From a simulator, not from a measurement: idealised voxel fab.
This section sets out a process module, namely voxel capacitor over wiring.
Xsec cut, 245 nm wide, square cell size 5 nm.
Notation: cross-section as square-cell grid; stated in bands, top first, going down; one or more cell rows per band.
Basically the band line says how high the top is and how high the bottom is, in nm, and then what's in it from left to right, every material with its width in nm. Empty space shows up as "empty", and if a single material carries "everywhere" it runs the full band edge to edge.
Heights are measured from 0, the level below which the as-received wafer is all one material; the lowest band has no bottom and continues downward, written as in "z 0 and below".
So if you see something like "30->40" for the width, read it as the top row of the band sitting at the first number and the bottom row at the second, with every row in between moving by the same amount as the last.
Where a step carries "no alteration", the cross-section came out of it unchanged, cell for cell.
"Enclosed empty spaces" contains a list of empty spaces, each no smaller than 8 cells and without an open way to the top, written in the form width x height at distance with the distance from the left edge and all three in nm.
What comes after the settings on a step's line is commentary from the simulator itself on that step.
You can add "overlay nm" to a step's line. For a step with a mask, it describes how far the mask lay to the right of its planned position, and a negative number describes a lay to the left.
Process steps - plan
1,RECEIVE, material Si
2,CONFORMAL_DEP, material SiO2, thk nm 15
3,DIRECTIONAL_DEP, material TiN, thk nm 5
4,DIRECTIONAL_DEP, material Ru, thk nm 20
5,PATTERN, tone cover, mask id METAL_1, material resist, width nm 25, pitch nm 75, thk nm 20, overlay nm 0
6,DIRECTIONAL_ETCH, etch materials Ru, depth nm 20
7,DIRECTIONAL_ETCH, etch materials TiN, depth nm 5
8,STRIP, etch materials resist
9,CONFORMAL_DEP, material SiCN, thk nm 5
10,FILL_DEP, material SiO2, thk nm 10
11,CMP, height nm 40
12,CONFORMAL_DEP, material SiCN, thk nm 5
13,DIRECTIONAL_DEP, material lowk, thk nm 20
14,MASKED_ETCH, tone open, mask id PLUG_1, width nm 15, etch materials lowk, depth nm 20, overlay nm 0
15,MASKED_ETCH, tone open, mask id PLUG_1, width nm 15, etch materials SiCN, depth nm 5, overlay nm 0
16,EPI, material Ru, thk nm 10
17,EPI, material Ru, thk nm 10
18,EPI, material Ru, thk nm 5
19,DIRECTIONAL_DEP, material TiN, thk nm 10
20,DIRECTIONAL_DEP, material SiN, thk nm 5
21,DIRECTIONAL_DEP, material TiN, thk nm 5
22,MASKED_ETCH, tone cover, mask id UPPER_PLATE, width nm 55, etch materials TiN, depth nm 5, overlay nm 0
23,MASKED_ETCH, tone cover, mask id UPPER_PLATE, width nm 55, etch materials SiN, depth nm 5, overlay nm 0
24,MASKED_ETCH, tone cover, mask id LOWER_PLATE, width nm 65, etch materials TiN, depth nm 10, overlay nm 0
25,FILL_DEP, material SiO2, thk nm 15
26,CMP, height nm 95
27,DIRECTIONAL_DEP, material aC, thk nm 10
28,PATTERN, tone open, mask id PLUG_2, material resist, width nm 15, thk nm 25, overlay nm 0
29,DIRECTIONAL_ETCH, etch materials aC, depth nm 10
30,STRIP, etch materials resist
31,DIRECTIONAL_ETCH, etch materials SiO2, depth nm 10
32,STRIP, etch materials aC
33,CONFORMAL_DEP, material TiN, thk nm 5
34,FILL_DEP, material Cu, thk nm 10
35,CMP, height nm 95
36,CONFORMAL_DEP, material SiN, thk nm 5
Concerning the first of two wafers, which was run in accordance with the plan
Cross-section: wafer on arrival = after step 1
* z 0 and below = Si everywhere
* Enclosed empty spaces: none
Step 2 complete: cross-section through the wafer
* z 15 to 0 = SiO2 everywhere
* Anything lower than 0 is untouched.
Step 3 complete: cross-section through the wafer
* z 20 to 15 = TiN everywhere
* Anything lower than 15 is untouched.
Step 4 complete: cross-section through the wafer
* z 40 to 20 = Ru everywhere
* Anything lower than 20 is untouched.
Step 5 complete: cross-section through the wafer
* z 60 to 40 = empty: 70, then resist: 25, then empty: 50, then resist: 25, then empty: 75
* Anything lower than 40 is untouched.
Step 6 complete: cross-section through the wafer
* z 60 to 40 = empty: 70, then resist: 25, then empty: 50, then resist: 25, then empty: 75
* z 40 to 20 = empty: 70, then Ru: 25, then empty: 50, then Ru: 25, then empty: 75
* Anything lower than 20 is untouched.
Step 7 complete: cross-section through the wafer
* z 60 to 40 = empty: 70, then resist: 25, then empty: 50, then resist: 25, then empty: 75
* z 40 to 20 = empty: 70, then Ru: 25, then empty: 50, then Ru: 25, then empty: 75
* z 20 to 15 = empty: 70, then TiN: 25, then empty: 50, then TiN: 25, then empty: 75
* Anything lower than 15 is untouched.
Step 8 complete: cross-section through the wafer
* z 40 to 20 = empty: 70, then Ru: 25, then empty: 50, then Ru: 25, then empty: 75
* Anything lower than 20 is untouched.
Step 9 complete: cross-section through the wafer
* z 45 to 40 = empty: 65, then SiCN: 35, then empty: 40, then SiCN: 35, then empty: 70
* z 40 to 20 = empty: 65, then SiCN: 5, then Ru: 25, then SiCN: 5, then empty: 40, then SiCN: 5, then Ru: 25, then SiCN: 5, then empty: 70
* z 20 to 15 = SiCN: 70, then TiN: 25, then SiCN: 50, then TiN: 25, then SiCN: 75
* Anything lower than 15 is untouched.
Step 10 complete: cross-section through the wafer
* z 55 to 45 = SiO2 everywhere
* z 45 to 40 = SiO2: 65, then SiCN: 35, then SiO2: 40, then SiCN: 35, then SiO2: 70
* z 40 to 20 = SiO2: 65, then SiCN: 5, then Ru: 25, then SiCN: 5, then SiO2: 40, then SiCN: 5, then Ru: 25, then SiCN: 5, then SiO2: 70
* Anything lower than 20 is untouched.
Step 11 complete: cross-section through the wafer
* z 40 to 20 = SiO2: 65, then SiCN: 5, then Ru: 25, then SiCN: 5, then SiO2: 40, then SiCN: 5, then Ru: 25, then SiCN: 5, then SiO2: 70
* Anything lower than 20 is untouched.
Step 12 complete: cross-section through the wafer
* z 45 to 40 = SiCN everywhere
* Anything lower than 40 is untouched.
Step 13 complete: cross-section through the wafer
* z 65 to 45 = lowk everywhere
* Anything lower than 45 is untouched.
Step 14 complete: cross-section through the wafer
* z 65 to 45 = lowk: 80, then empty: 15, then lowk: 150
* Anything lower than 45 is untouched.
Step 15 complete: cross-section through the wafer
* z 65 to 45 = lowk: 80, then empty: 15, then lowk: 150
* z 45 to 40 = SiCN: 80, then empty: 15, then SiCN: 150
* Anything lower than 40 is untouched.
Step 16 complete: cross-section through the wafer
* z 65 to 50 = lowk: 80, then empty: 15, then lowk: 150
* z 50 to 45 = lowk: 80, then Ru: 15, then lowk: 150
* z 45 to 40 = SiCN: 80, then Ru: 15, then SiCN: 150
* Anything lower than 40 is untouched.
Step 17 complete: cross-section through the wafer
* z 65 to 60 = lowk: 80, then empty: 15, then lowk: 150
* z 60 to 45 = lowk: 80, then Ru: 15, then lowk: 150
* Anything lower than 45 is untouched.
Step 18 complete: cross-section through the wafer
* z 65 to 45 = lowk: 80, then Ru: 15, then lowk: 150
* Anything lower than 45 is untouched.
Step 19 complete: cross-section through the wafer
* z 75 to 65 = TiN everywhere
* Anything lower than 65 is untouched.
Step 20 complete: cross-section through the wafer
* z 80 to 75 = SiN everywhere
* Anything lower than 75 is untouched.
Step 21 complete: cross-section through the wafer
* z 85 to 80 = TiN everywhere
* Anything lower than 80 is untouched.
Step 22 complete: cross-section through the wafer
* z 85 to 80 = empty: 80, then TiN: 55, then empty: 110
* Anything lower than 80 is untouched.
Step 23 complete: cross-section through the wafer
* z 85 to 80 = empty: 80, then TiN: 55, then empty: 110
* z 80 to 75 = empty: 80, then SiN: 55, then empty: 110
* Anything lower than 75 is untouched.
Step 24 complete: cross-section through the wafer
* z 85 to 80 = empty: 80, then TiN: 55, then empty: 110
* z 80 to 75 = empty: 80, then SiN: 55, then empty: 110
* z 75 to 65 = empty: 75, then TiN: 65, then empty: 105
* Anything lower than 65 is untouched.
Step 25 complete: cross-section through the wafer
* z 100 to 85 = SiO2 everywhere
* z 85 to 80 = SiO2: 80, then TiN: 55, then SiO2: 110
* z 80 to 75 = SiO2: 80, then SiN: 55, then SiO2: 110
* z 75 to 65 = SiO2: 75, then TiN: 65, then SiO2: 105
* Anything lower than 65 is untouched.
Step 26 complete: cross-section through the wafer
* z 95 to 85 = SiO2 everywhere
* Anything lower than 85 is untouched.
Step 27 complete: cross-section through the wafer
* z 105 to 95 = aC everywhere
* Anything lower than 95 is untouched.
Step 28 complete: cross-section through the wafer
* z 130 to 105 = resist: 90, then empty: 15, then resist: 140
* Anything lower than 105 is untouched.
Step 29 complete: cross-section through the wafer
* z 120 to 105 = resist: 90, then empty: 15, then resist: 140
* z 105 to 95 = aC: 90, then empty: 15, then aC: 140
* Anything lower than 95 is untouched.
Step 30 complete: cross-section through the wafer
* z 105 to 95 = aC: 90, then empty: 15, then aC: 140
* Anything lower than 95 is untouched.
Step 31 complete: cross-section through the wafer
* z 105 to 95 = aC: 90, then empty: 15, then aC: 140
* z 95 to 85 = SiO2: 90, then empty: 15, then SiO2: 140
* Anything lower than 85 is untouched.
Step 32 complete: cross-section through the wafer
* z 95 to 85 = SiO2: 90, then empty: 15, then SiO2: 140
* Anything lower than 85 is untouched.
Step 33 complete: cross-section through the wafer
* z 100 to 95 = TiN: 95, then empty: 5, then TiN: 145
* z 95 to 90 = SiO2: 90, then TiN: 5, then empty: 5, then TiN: 5, then SiO2: 140
* z 90 to 80 = SiO2: 90->80, then TiN: 15->55, then SiO2: 140->110
* Anything lower than 80 is untouched.
Step 34 complete: cross-section through the wafer
* z 110 to 100 = Cu everywhere
* z 100 to 95 = TiN: 95, then Cu: 5, then TiN: 145
* z 95 to 90 = SiO2: 90, then TiN: 5, then Cu: 5, then TiN: 5, then SiO2: 140
* Anything lower than 90 is untouched.
Step 35 complete: cross-section through the wafer
* z 95 to 90 = SiO2: 90, then TiN: 5, then Cu: 5, then TiN: 5, then SiO2: 140
* Anything lower than 90 is untouched.
Step 36 complete: cross-section through the wafer
* z 100 to 95 = SiN everywhere
* Anything lower than 95 is untouched.
The second wafer was prepared from the same starting point and under the same plan as the first; its processing contained one mistake, and it remains indistinguishable from the first wafer up to and including step 1
Cross-section of the second wafer when, according to plan, step 2 should have finished
* z 10 to 0 = SiO2 everywhere
* Anything lower than 0 is untouched.
Cross-section of the second wafer when, according to plan, step 3 should have finished
* z 15 to 10 = TiN everywhere
* Anything lower than 10 is untouched.
Cross-section of the second wafer when, according to plan, step 4 should have finished
* z 35 to 15 = Ru everywhere
* Anything lower than 15 is untouched.
Cross-section of the second wafer when, according to plan, step 5 should have finished
* z 55 to 35 = empty: 70, then resist: 25, then empty: 50, then resist: 25, then empty: 75
* Anything lower than 35 is untouched.
Cross-section of the second wafer when, according to plan, step 6 should have finished
* z 55 to 35 = empty: 70, then resist: 25, then empty: 50, then resist: 25, then empty: 75
* z 35 to 15 = empty: 70, then Ru: 25, then empty: 50, then Ru: 25, then empty: 75
* Anything lower than 15 is untouched.
Cross-section of the second wafer when, according to plan, step 7 should have finished
* z 55 to 35 = empty: 70, then resist: 25, then empty: 50, then resist: 25, then empty: 75
* z 35 to 15 = empty: 70, then Ru: 25, then empty: 50, then Ru: 25, then empty: 75
* z 15 to 10 = empty: 70, then TiN: 25, then empty: 50, then TiN: 25, then empty: 75
* Anything lower than 10 is untouched.
Cross-section of the second wafer when, according to plan, step 8 should have finished
* z 35 to 15 = empty: 70, then Ru: 25, then empty: 50, then Ru: 25, then empty: 75
* Anything lower than 15 is untouched.
Cross-section of the second wafer when, according to plan, step 9 should have finished
* z 40 to 35 = empty: 65, then SiCN: 35, then empty: 40, then SiCN: 35, then empty: 70
* z 35 to 15 = empty: 65, then SiCN: 5, then Ru: 25, then SiCN: 5, then empty: 40, then SiCN: 5, then Ru: 25, then SiCN: 5, then empty: 70
* z 15 to 10 = SiCN: 70, then TiN: 25, then SiCN: 50, then TiN: 25, then SiCN: 75
* Anything lower than 10 is untouched.
Cross-section of the second wafer when, according to plan, step 10 should have finished
* z 50 to 40 = SiO2 everywhere
* z 40 to 35 = SiO2: 65, then SiCN: 35, then SiO2: 40, then SiCN: 35, then SiO2: 70
* z 35 to 15 = SiO2: 65, then SiCN: 5, then Ru: 25, then SiCN: 5, then SiO2: 40, then SiCN: 5, then Ru: 25, then SiCN: 5, then SiO2: 70
* Anything lower than 15 is untouched.
Cross-section of the second wafer when, according to plan, step 11 should have finished
* z 40 to 35 = SiO2: 65, then SiCN: 35, then SiO2: 40, then SiCN: 35, then SiO2: 70
* Anything lower than 35 is untouched.
Cross-section of the second wafer when, according to plan, step 12 should have finished
* z 45 to 40 = SiCN everywhere
* Anything lower than 40 is untouched.
Cross-section of the second wafer when, according to plan, step 13 should have finished
* z 65 to 45 = lowk everywhere
* Anything lower than 45 is untouched.
Cross-section of the second wafer when, according to plan, step 14 should have finished
* z 65 to 45 = lowk: 80, then empty: 15, then lowk: 150
* Anything lower than 45 is untouched.
Cross-section of the second wafer when, according to plan, step 15 should have finished
* z 65 to 45 = lowk: 80, then empty: 15, then lowk: 150
* z 45 to 40 = SiCN: 80, then empty: 15, then SiCN: 150
* Anything lower than 40 is untouched.
Cross-section of the second wafer when, according to plan, step 16 should have finished: no alteration
Cross-section of the second wafer when, according to plan, step 17 should have finished: no alteration
Cross-section of the second wafer when, according to plan, step 18 should have finished: no alteration
Cross-section of the second wafer when, according to plan, step 19 should have finished
* z 75 to 65 = TiN: 80, then empty: 15, then TiN: 150
* z 65 to 50 = lowk: 80, then empty: 15, then lowk: 150
* z 50 to 45 = lowk: 80, then TiN: 15, then lowk: 150
* z 45 to 40 = SiCN: 80, then TiN: 15, then SiCN: 150
* Anything lower than 40 is untouched.
Cross-section of the second wafer when, according to plan, step 20 should have finished
* z 80 to 75 = SiN: 80, then empty: 15, then SiN: 150
* z 75 to 65 = TiN: 80, then empty: 15, then TiN: 150
* z 65 to 55 = lowk: 80, then empty: 15, then lowk: 150
* z 55 to 50 = lowk: 80, then SiN: 15, then lowk: 150
* Anything lower than 50 is untouched.
Cross-section of the second wafer when, according to plan, step 21 should have finished
* z 85 to 80 = TiN: 80, then empty: 15, then TiN: 150
* z 80 to 75 = SiN: 80, then empty: 15, then SiN: 150
* z 75 to 65 = TiN: 80, then empty: 15, then TiN: 150
* z 65 to 60 = lowk: 80, then empty: 15, then lowk: 150
* z 60 to 55 = lowk: 80, then TiN: 15, then lowk: 150
* Anything lower than 55 is untouched.
Cross-section of the second wafer when, according to plan, step 22 should have finished
* z 85 to 80 = empty: 95, then TiN: 40, then empty: 110
* Anything lower than 80 is untouched.
Cross-section of the second wafer when, according to plan, step 23 should have finished
* z 85 to 80 = empty: 95, then TiN: 40, then empty: 110
* z 80 to 75 = empty: 95, then SiN: 40, then empty: 110
* Anything lower than 75 is untouched.
Cross-section of the second wafer when, according to plan, step 24 should have finished
* z 85 to 80 = empty: 95, then TiN: 40, then empty: 110
* z 80 to 75 = empty: 95, then SiN: 40, then empty: 110
* z 75 to 65 = empty: 75, then TiN: 5, then empty: 15, then TiN: 45, then empty: 105
* Anything lower than 65 is untouched.
Cross-section of the second wafer when, according to plan, step 25 should have finished
* z 100 to 85 = SiO2 everywhere
* z 85 to 80 = SiO2: 95, then TiN: 40, then SiO2: 110
* z 80 to 75 = SiO2: 95, then SiN: 40, then SiO2: 110
* z 75 to 65 = SiO2: 75, then TiN: 5, then SiO2: 15, then TiN: 45, then SiO2: 105
* z 65 to 60 = lowk: 80, then SiO2: 15, then lowk: 150
* Anything lower than 60 is untouched.
Cross-section of the second wafer when, according to plan, step 26 should have finished
* z 95 to 85 = SiO2 everywhere
* Anything lower than 85 is untouched.
Cross-section of the second wafer when, according to plan, step 27 should have finished
* z 105 to 95 = aC everywhere
* Anything lower than 95 is untouched.
Cross-section of the second wafer when, according to plan, step 28 should have finished
* z 130 to 105 = resist: 90, then empty: 15, then resist: 140
* Anything lower than 105 is untouched.
Cross-section of the second wafer when, according to plan, step 29 should have finished
* z 120 to 105 = resist: 90, then empty: 15, then resist: 140
* z 105 to 95 = aC: 90, then empty: 15, then aC: 140
* Anything lower than 95 is untouched.
Cross-section of the second wafer when, according to plan, step 30 should have finished
* z 105 to 95 = aC: 90, then empty: 15, then aC: 140
* Anything lower than 95 is untouched.
Cross-section of the second wafer when, according to plan, step 31 should have finished
* z 105 to 95 = aC: 90, then empty: 15, then aC: 140
* z 95 to 85 = SiO2: 90, then empty: 15, then SiO2: 140
* Anything lower than 85 is untouched.
Cross-section of the second wafer when, according to plan, step 32 should have finished
* z 95 to 85 = SiO2: 90, then empty: 15, then SiO2: 140
* Anything lower than 85 is untouched.
Cross-section of the second wafer when, according to plan, step 33 should have finished
* z 100 to 95 = TiN: 95, then empty: 5, then TiN: 145
* z 95 to 90 = SiO2: 90, then TiN: 5, then empty: 5, then TiN: 5, then SiO2: 140
* z 90 to 80 = SiO2: 90->95, then TiN: 15->40, then SiO2: 140->110
* Anything lower than 80 is untouched.
Cross-section of the second wafer when, according to plan, step 34 should have finished
* z 110 to 100 = Cu everywhere
* z 100 to 95 = TiN: 95, then Cu: 5, then TiN: 145
* z 95 to 90 = SiO2: 90, then TiN: 5, then Cu: 5, then TiN: 5, then SiO2: 140
* Anything lower than 90 is untouched.
Cross-section of the second wafer when, according to plan, step 35 should have finished
* z 95 to 90 = SiO2: 90, then TiN: 5, then Cu: 5, then TiN: 5, then SiO2: 140
* Anything lower than 90 is untouched.
Cross-section of the second wafer when, according to plan, step 36 should have finished
* z 100 to 95 = SiN everywhere
* Anything lower than 95 is untouched.
Nonconformance to the process plan: step 2 deviated from plan and actually ran as CONFORMAL_DEP, material SiO2, thk nm 10
Count the cells at the end and the second wafer has more or fewer of some materials than the first: 15 fewer of Ru, 14 more of SiCN, 1 more of SiO2
